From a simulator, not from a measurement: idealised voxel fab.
Process module, titled voxel self aligned contacts
In the cross-section labelled cut, the width is 160 nm and each square cell is 5 nm.
This document writes a cross-section as a grid whose cells are square, and gives it as bands, listed from the top down; one or more rows of cells form a band.
First you get the band's top height and its bottom height, in nm, and then the materials it's made of, left to right, with each width in nm. If you see a single material with "edge to edge", that one covers the band edge to edge. "empty" is empty space.
Heights are measured from 0, the level below which the as-received wafer is all one material; the lowest band has no bottom and continues downward, written as in "top 0, no bottom".
Graded width ("30 to 40"): value in top row of band = first number; value in bottom row = second number; row-to-row change constant.
You'll sometimes find "remained the same" written for a step, and that's the way of saying that nowhere in the cross-section did a cell change during that step.
"Sealed internal cavities" - sealed voids, min. 8 cells, no opening to top; format: width x height at distance (distance from left edge; nm throughout).
Read whatever lies past the settings on a step's line as the simulator's own remark about the step.
"overlay nm" on a masked step: distance the mask lay right of its planned place, negative for left.
-- Process steps (planned)
1: RECEIVE (material Si)
2: OXIDIZE (depth nm 5)
3: DIRECTIONAL_DEP (material polySi; thk nm 30)
4: DIRECTIONAL_DEP (material SiN; thk nm 25)
5: DIRECTIONAL_DEP (material aC; thk nm 15)
6: PATTERN (tone cover; mask id GATE; material resist; width nm 25; pitch nm 65; thk nm 35; overlay nm 0)
7: DIRECTIONAL_ETCH (etch materials aC; depth nm 15)
8: STRIP (etch materials resist)
9: DIRECTIONAL_ETCH (etch materials SiN; depth nm 25)
10: DIRECTIONAL_ETCH (etch materials polySi; depth nm 30)
11: STRIP (etch materials aC)
12: CONFORMAL_DEP (material SiN; thk nm 10)
13: DIRECTIONAL_ETCH (etch materials SiN; depth nm 10)
14: FILL_DEP (material SiO2; thk nm 20)
15: CMP (height nm 65)
16: MASKED_ETCH (tone open; mask id CONTACT; width nm 50; etch materials SiO2; depth nm 70; overlay nm 0)
17: CONFORMAL_DEP (material TiN; thk nm 5)
18: FILL_DEP (material Ru; thk nm 5)
19: CMP (height nm 65)
20: CONFORMAL_DEP (material SiN; thk nm 5)
-- Cross-section of the wafer upon arrival, representing the state reached after step 1
  top 0, no bottom | Si edge to edge
  Sealed internal cavities: none
-- Below is the wafer in cross-section after the module was completed. It began from the starting point shown above and followed the plan shown above, except that one mistake was made while running it
  top 70, bottom 65 | SiN edge to edge
  top 65, bottom 60 | 55 nm SiO2, then 20 nm TiN, then 10 nm Ru, then 20 nm TiN, then 55 nm SiO2
  top 60, bottom 35 | 25 nm SiO2, then 45 nm SiN, then 5 nm TiN, then 10 nm Ru, then 5 nm TiN, then 45 nm SiN, then 25 nm SiO2
  top 35, bottom 10 | 25 nm SiO2, then 10 nm SiN, then 25 nm polySi, then 10 nm SiN, then 5 nm TiN, then 10 nm Ru, then 5 nm TiN, then 10 nm SiN, then 25 nm polySi, then 10 nm SiN, then 25 nm SiO2
  top 10, bottom 5 | 25 nm SiO2, then 10 nm SiN, then 25 nm polySi, then 10 nm SiN, then 20 nm TiN, then 10 nm SiN, then 25 nm polySi, then 10 nm SiN, then 25 nm SiO2
  top 5, bottom 0 | polySi edge to edge
  top 0, bottom -5 | SiO2 edge to edge
  top -5, no bottom | Si edge to edge
  Sealed internal cavities: none
Finding, execution versus plan: the process deviated at step 3: the operation and settings actually run there were DIRECTIONAL_DEP (material polySi; thk nm 35)
